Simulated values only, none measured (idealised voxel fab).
Title: Process Module voxel capacitor over wiring
We display cut, a cross-section 275 nm in width whose square cells are each 5 nm.
Cross-section, as written here: a square-cell grid given band by band from the top down, where a band holds one or more rows of cells. Band entry format. Leading values: height of top, height of bottom, nm. Remainder: materials in left-to-right order, each with its width in nm. Special words: "everywhere" on a single material, which then fills the band edge to edge; "air", empty space. We count height from 0. Below that, the starting wafer is all one material. The lowest band never ends at the bottom but goes on down; see "z 0 and below" for how that is written. A width such as "30->40" changes by the same amount from each row of cells to the next, from the band's top row to its bottom row. Step marked "nothing altered"? Then no cell in the cross-section changed in it. The label "Non-vented voids" introduces a list of the empty spaces, 8 cells or larger, that have no open way up to the top; each entry in it reads width x height at distance, where the distance is taken from the left edge and all three are stated in nm. Read whatever lies past the settings on a step's line as the simulator's own remark about the step. overlay nm: mask right of planned place by this much (step with mask). Neg. = left.

Set out below are the planned steps of the process:
1. RECEIVE [material Si]
2. CONFORMAL_DEP [material SiO2] [thk nm 10]
3. CONFORMAL_DEP [material SiCN] [thk nm 5]
4. DIRECTIONAL_DEP [material lowk] [thk nm 20]
5. DIRECTIONAL_DEP [material aC] [thk nm 15]
6. PATTERN [tone open] [mask id METAL_1] [material resist] [width nm 20] [pitch nm 75] [thk nm 30] [overlay nm 0]
7. DIRECTIONAL_ETCH [etch materials aC] [depth nm 15]
8. STRIP [etch materials resist]
9. DIRECTIONAL_ETCH [etch materials lowk] [depth nm 20]
10. DIRECTIONAL_ETCH [etch materials SiCN] [depth nm 5]
11. STRIP [etch materials aC]
12. CONFORMAL_DEP [material TiN] [thk nm 5]
13. FILL_DEP [material Cu] [thk nm 10]
14. CMP [height nm 35]
15. CONFORMAL_DEP [material SiCN] [thk nm 5]
16. DIRECTIONAL_DEP [material SiO2] [thk nm 10]
17. DIRECTIONAL_DEP [material aC] [thk nm 10]
18. PATTERN [tone open] [mask id PLUG_1] [material resist] [width nm 15] [thk nm 25] [overlay nm 0]
19. DIRECTIONAL_ETCH [etch materials aC] [depth nm 10]
20. STRIP [etch materials resist]
21. DIRECTIONAL_ETCH [etch materials SiO2] [depth nm 10]
22. DIRECTIONAL_ETCH [etch materials SiCN] [depth nm 5]
23. STRIP [etch materials aC]
24. EPI [material Ru] [thk nm 10]
25. EPI [material Ru] [thk nm 5]
26. DIRECTIONAL_DEP [material TiN] [thk nm 10]
27. DIRECTIONAL_DEP [material SiN] [thk nm 5]
28. DIRECTIONAL_DEP [material TiN] [thk nm 5]
29. PATTERN [tone cover] [mask id UPPER_PLATE] [material resist] [width nm 60] [thk nm 20] [overlay nm 0]
30. DIRECTIONAL_ETCH [etch materials TiN] [depth nm 5]
31. DIRECTIONAL_ETCH [etch materials SiN] [depth nm 5]
32. STRIP [etch materials resist]
33. MASKED_ETCH [tone cover] [mask id LOWER_PLATE] [width nm 70] [etch materials TiN] [depth nm 10] [overlay nm 0]
34. FILL_DEP [material SiO2] [thk nm 15]
35. CMP [height nm 80]
36. MASKED_ETCH [tone open] [mask id PLUG_2] [width nm 15] [etch materials SiO2] [depth nm 10] [overlay nm 0]
37. CONFORMAL_DEP [material TiN] [thk nm 5]
38. FILL_DEP [material W] [thk nm 10]
39. CMP [height nm 80]
40. CONFORMAL_DEP [material SiCN] [thk nm 5]

Of two wafers, the first: run according to plan:

Wafer as received: cross-section following step 1:
	z 0 and below: Si everywhere
	Non-vented voids: none

Upon completion of step 2, the wafer appears in cross-section as shown:
	z 10 to 0: SiO2 everywhere
	Below 0 it's all the same as before, nothing changed down there.

Upon completion of step 3, the wafer appears in cross-section as shown:
	z 15 to 10: SiCN everywhere
	Below 10 it's all the same as before, nothing changed down there.

Upon completion of step 4, the wafer appears in cross-section as shown:
	z 35 to 15: lowk everywhere
	Below 15 it's all the same as before, nothing changed down there.

Upon completion of step 5, the wafer appears in cross-section as shown:
	z 50 to 35: aC everywhere
	Below 35 it's all the same as before, nothing changed down there.

Upon completion of step 6, the wafer appears in cross-section as shown:
	z 80 to 50: resist: 90  air: 20  resist: 55  air: 20  resist: 90
	Below 50 it's all the same as before, nothing changed down there.

Upon completion of step 7, the wafer appears in cross-section as shown:
	z 65 to 50: resist: 90  air: 20  resist: 55  air: 20  resist: 90
	z 50 to 35: aC: 90  air: 20  aC: 55  air: 20  aC: 90
	Below 35 it's all the same as before, nothing changed down there.

Upon completion of step 8, the wafer appears in cross-section as shown:
	z 50 to 35: aC: 90  air: 20  aC: 55  air: 20  aC: 90
	Below 35 it's all the same as before, nothing changed down there.

Upon completion of step 9, the wafer appears in cross-section as shown:
	z 50 to 35: aC: 90  air: 20  aC: 55  air: 20  aC: 90
	z 35 to 15: lowk: 90  air: 20  lowk: 55  air: 20  lowk: 90
	Below 15 it's all the same as before, nothing changed down there.

Upon completion of step 10, the wafer appears in cross-section as shown:
	z 50 to 35: aC: 90  air: 20  aC: 55  air: 20  aC: 90
	z 35 to 15: lowk: 90  air: 20  lowk: 55  air: 20  lowk: 90
	z 15 to 10: SiCN: 90  air: 20  SiCN: 55  air: 20  SiCN: 90
	Below 10 it's all the same as before, nothing changed down there.

Upon completion of step 11, the wafer appears in cross-section as shown:
	z 35 to 15: lowk: 90  air: 20  lowk: 55  air: 20  lowk: 90
	Below 15 it's all the same as before, nothing changed down there.

Upon completion of step 12, the wafer appears in cross-section as shown:
	z 40 to 35: TiN: 95  air: 10  TiN: 65  air: 10  TiN: 95
	z 35 to 15: lowk: 90  TiN: 5  air: 10  TiN: 5  lowk: 55  TiN: 5  air: 10  TiN: 5  lowk: 90
	z 15 to 10: SiCN: 90  TiN: 20  SiCN: 55  TiN: 20  SiCN: 90
	Below 10 it's all the same as before, nothing changed down there.

Upon completion of step 13, the wafer appears in cross-section as shown:
	z 50 to 40: Cu everywhere
	z 40 to 35: TiN: 95  Cu: 10  TiN: 65  Cu: 10  TiN: 95
	z 35 to 15: lowk: 90  TiN: 5  Cu: 10  TiN: 5  lowk: 55  TiN: 5  Cu: 10  TiN: 5  lowk: 90
	Below 15 it's all the same as before, nothing changed down there.

Upon completion of step 14, the wafer appears in cross-section as shown:
	z 35 to 15: lowk: 90  TiN: 5  Cu: 10  TiN: 5  lowk: 55  TiN: 5  Cu: 10  TiN: 5  lowk: 90
	Below 15 it's all the same as before, nothing changed down there.

Upon completion of step 15, the wafer appears in cross-section as shown:
	z 40 to 35: SiCN everywhere
	Below 35 it's all the same as before, nothing changed down there.

Upon completion of step 16, the wafer appears in cross-section as shown:
	z 50 to 40: SiO2 everywhere
	Below 40 it's all the same as before, nothing changed down there.

Upon completion of step 17, the wafer appears in cross-section as shown:
	z 60 to 50: aC everywhere
	Below 50 it's all the same as before, nothing changed down there.

Upon completion of step 18, the wafer appears in cross-section as shown:
	z 85 to 60: resist: 95  air: 15  resist: 165
	Below 60 it's all the same as before, nothing changed down there.

Upon completion of step 19, the wafer appears in cross-section as shown:
	z 75 to 60: resist: 95  air: 15  resist: 165
	z 60 to 50: aC: 95  air: 15  aC: 165
	Below 50 it's all the same as before, nothing changed down there.

Upon completion of step 20, the wafer appears in cross-section as shown:
	z 60 to 50: aC: 95  air: 15  aC: 165
	Below 50 it's all the same as before, nothing changed down there.

Upon completion of step 21, the wafer appears in cross-section as shown:
	z 60 to 50: aC: 95  air: 15  aC: 165
	z 50 to 40: SiO2: 95  air: 15  SiO2: 165
	Below 40 it's all the same as before, nothing changed down there.

Upon completion of step 22, the wafer appears in cross-section as shown:
	z 60 to 50: aC: 95  air: 15  aC: 165
	z 50 to 40: SiO2: 95  air: 15  SiO2: 165
	z 40 to 35: SiCN: 95  air: 15  SiCN: 165
	Below 35 it's all the same as before, nothing changed down there.

Upon completion of step 23, the wafer appears in cross-section as shown:
	z 50 to 40: SiO2: 95  air: 15  SiO2: 165
	Below 40 it's all the same as before, nothing changed down there.

Upon completion of step 24, the wafer appears in cross-section as shown:
	z 50 to 45: SiO2: 95  air: 15  SiO2: 165
	z 45 to 40: SiO2: 95  Ru: 15  SiO2: 165
	z 40 to 35: SiCN: 95  Ru: 15  SiCN: 165
	Below 35 it's all the same as before, nothing changed down there.

Upon completion of step 25, the wafer appears in cross-section as shown:
	z 50 to 40: SiO2: 95  Ru: 15  SiO2: 165
	Below 40 it's all the same as before, nothing changed down there.

Upon completion of step 26, the wafer appears in cross-section as shown:
	z 60 to 50: TiN everywhere
	Below 50 it's all the same as before, nothing changed down there.

Upon completion of step 27, the wafer appears in cross-section as shown:
	z 65 to 60: SiN everywhere
	Below 60 it's all the same as before, nothing changed down there.

Upon completion of step 28, the wafer appears in cross-section as shown:
	z 70 to 65: TiN everywhere
	Below 65 it's all the same as before, nothing changed down there.

Upon completion of step 29, the wafer appears in cross-section as shown:
	z 90 to 70: air: 95  resist: 60  air: 120
	Below 70 it's all the same as before, nothing changed down there.

Upon completion of step 30, the wafer appears in cross-section as shown:
	z 90 to 70: air: 95  resist: 60  air: 120
	z 70 to 65: air: 95  TiN: 60  air: 120
	Below 65 it's all the same as before, nothing changed down there.

Upon completion of step 31, the wafer appears in cross-section as shown:
	z 90 to 70: air: 95  resist: 60  air: 120
	z 70 to 65: air: 95  TiN: 60  air: 120
	z 65 to 60: air: 95  SiN: 60  air: 120
	Below 60 it's all the same as before, nothing changed down there.

Upon completion of step 32, the wafer appears in cross-section as shown:
	z 70 to 65: air: 95  TiN: 60  air: 120
	Below 65 it's all the same as before, nothing changed down there.

Upon completion of step 33, the wafer appears in cross-section as shown:
	z 70 to 65: air: 95  TiN: 60  air: 120
	z 65 to 60: air: 95  SiN: 60  air: 120
	z 60 to 50: air: 90  TiN: 70  air: 115
	Below 50 it's all the same as before, nothing changed down there.

Upon completion of step 34, the wafer appears in cross-section as shown:
	z 85 to 70: SiO2 everywhere
	z 70 to 65: SiO2: 95  TiN: 60  SiO2: 120
	z 65 to 60: SiO2: 95  SiN: 60  SiO2: 120
	z 60 to 50: SiO2: 90  TiN: 70  SiO2: 115
	Below 50 it's all the same as before, nothing changed down there.

Upon completion of step 35, the wafer appears in cross-section as shown:
	z 80 to 70: SiO2 everywhere
	Below 70 it's all the same as before, nothing changed down there.

Upon completion of step 36, the wafer appears in cross-section as shown:
	z 80 to 70: SiO2: 105  air: 15  SiO2: 155
	Below 70 it's all the same as before, nothing changed down there.

Upon completion of step 37, the wafer appears in cross-section as shown:
	z 85 to 80: TiN: 110  air: 5  TiN: 160
	z 80 to 75: SiO2: 105  TiN: 5  air: 5  TiN: 5  SiO2: 155
	z 75 to 65: SiO2: 105->95  TiN: 15->60  SiO2: 155->120
	Below 65 it's all the same as before, nothing changed down there.

Upon completion of step 38, the wafer appears in cross-section as shown:
	z 95 to 85: W everywhere
	z 85 to 80: TiN: 110  W: 5  TiN: 160
	z 80 to 75: SiO2: 105  TiN: 5  W: 5  TiN: 5  SiO2: 155
	Below 75 it's all the same as before, nothing changed down there.

Upon completion of step 39, the wafer appears in cross-section as shown:
	z 80 to 75: SiO2: 105  TiN: 5  W: 5  TiN: 5  SiO2: 155
	Below 75 it's all the same as before, nothing changed down there.

Upon completion of step 40, the wafer appears in cross-section as shown:
	z 85 to 80: SiCN everywhere
	Below 80 it's all the same as before, nothing changed down there.

Wafer two. Same start, same plan, one slip in execution. Same as wafer one through step 28, inclusive:

Second wafer, sectioned view, at step 29's planned end time:
	z 90 to 70: air: 95  resist: 65  air: 115
	Below 70 it's all the same as before, nothing changed down there.

Second wafer, sectioned view, at step 30's planned end time:
	z 90 to 70: air: 95  resist: 65  air: 115
	z 70 to 65: air: 95  TiN: 65  air: 115
	Below 65 it's all the same as before, nothing changed down there.

Second wafer, sectioned view, at step 31's planned end time:
	z 90 to 70: air: 95  resist: 65  air: 115
	z 70 to 65: air: 95  TiN: 65  air: 115
	z 65 to 60: air: 95  SiN: 65  air: 115
	Below 60 it's all the same as before, nothing changed down there.

Second wafer, sectioned view, at step 32's planned end time:
	z 70 to 65: air: 95  TiN: 65  air: 115
	Below 65 it's all the same as before, nothing changed down there.

Second wafer, sectioned view, at step 33's planned end time:
	z 70 to 65: air: 95  TiN: 65  air: 115
	z 65 to 60: air: 95  SiN: 65  air: 115
	z 60 to 50: air: 90  TiN: 70  air: 115
	Below 50 it's all the same as before, nothing changed down there.

Second wafer, sectioned view, at step 34's planned end time:
	z 85 to 70: SiO2 everywhere
	z 70 to 65: SiO2: 95  TiN: 65  SiO2: 115
	z 65 to 60: SiO2: 95  SiN: 65  SiO2: 115
	z 60 to 50: SiO2: 90  TiN: 70  SiO2: 115
	Below 50 it's all the same as before, nothing changed down there.

Second wafer, sectioned view, at step 35's planned end time:
	z 80 to 70: SiO2 everywhere
	Below 70 it's all the same as before, nothing changed down there.

Second wafer, sectioned view, at step 36's planned end time:
	z 80 to 70: SiO2: 105  air: 15  SiO2: 155
	Below 70 it's all the same as before, nothing changed down there.

Second wafer, sectioned view, at step 37's planned end time:
	z 85 to 80: TiN: 110  air: 5  TiN: 160
	z 80 to 75: SiO2: 105  TiN: 5  air: 5  TiN: 5  SiO2: 155
	z 75 to 65: SiO2: 105->95  TiN: 15->65  SiO2: 155->115
	Below 65 it's all the same as before, nothing changed down there.

Second wafer, sectioned view, at step 38's planned end time:
	z 95 to 85: W everywhere
	z 85 to 80: TiN: 110  W: 5  TiN: 160
	z 80 to 75: SiO2: 105  TiN: 5  W: 5  TiN: 5  SiO2: 155
	Below 75 it's all the same as before, nothing changed down there.

Second wafer, sectioned view, at step 39's planned end time:
	z 80 to 75: SiO2: 105  TiN: 5  W: 5  TiN: 5  SiO2: 155
	Below 75 it's all the same as before, nothing changed down there.

Second wafer, sectioned view, at step 40's planned end time:
	z 85 to 80: SiCN everywhere
	Below 80 it's all the same as before, nothing changed down there.
What was the processing mistake? off-plan run, step 29, actual operation and settings PATTERN [tone cover] [mask id UPPER_PLATE] [material resist] [width nm 65] [thk nm 20] [overlay nm 0]
Cell-count delta at end, second wafer over first, by material: SiN +1; SiO2 -2; TiN +1
